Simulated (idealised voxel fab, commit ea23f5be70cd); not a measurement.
process module | voxel lift off
cross-section cut | 280 nm wide | cells 5 nm
A cross-section is a grid of square cells, given in bands from the top down. A band is one or more rows of cells.
Each band's line starts with the height of the band's top and of its bottom, in nm. Then come its materials from left to right, each with its width in nm. One material with "throughout" fills the band from edge to edge. "air" is empty space.
Height 0 is the level under which the wafer as received is all one material. The lowest band goes on downwards, as in "0 down".
A width such as "30 to 40" changes by the same amount from each row of cells to the next, from the band's top row to its bottom row.
"no change" after a step means that no cell of the cross-section changed.
closed voids: empty space of 8 cells or more with no open way to the top, each as width x height at its distance from the left edge, in nm
after a step's settings: what the simulator itself notes on the step
overlay nm, on a step with a mask: how far to the right of its planned place the mask lay; to the left if negative
plan
1 op RECEIVE | material Si
2 op CONFORMAL_DEP | material SiN | thk nm 10
3 op PATTERN | tone open | mask id LINES | material resist | width nm 30 | pitch nm 45 | thk nm 20 | overlay nm 0
4 op DIRECTIONAL_DEP | material Ru | thk nm 10
5 op STRIP | etch materials resist
6 op CONFORMAL_DEP | material SiO2 | thk nm 10
as received, after step 1
  0 down: Si throughout
  closed voids: none
a wafer at the end: this start, this plan, one mistake
  30 to 20: air 50 | SiO2 185 | air 45
  20 to 10: SiO2 60 | Ru 30 | SiO2 15 | Ru 30 | SiO2 15 | Ru 30 | SiO2 15 | Ru 30 | SiO2 55
  10 to 0: SiN throughout
  0 down: Si throughout
  closed voids: none
what went wrong: step 3 ran as: op PATTERN | tone open | mask id LINES | material resist | width nm 30 | pitch nm 45 | thk nm 20 | overlay nm 5
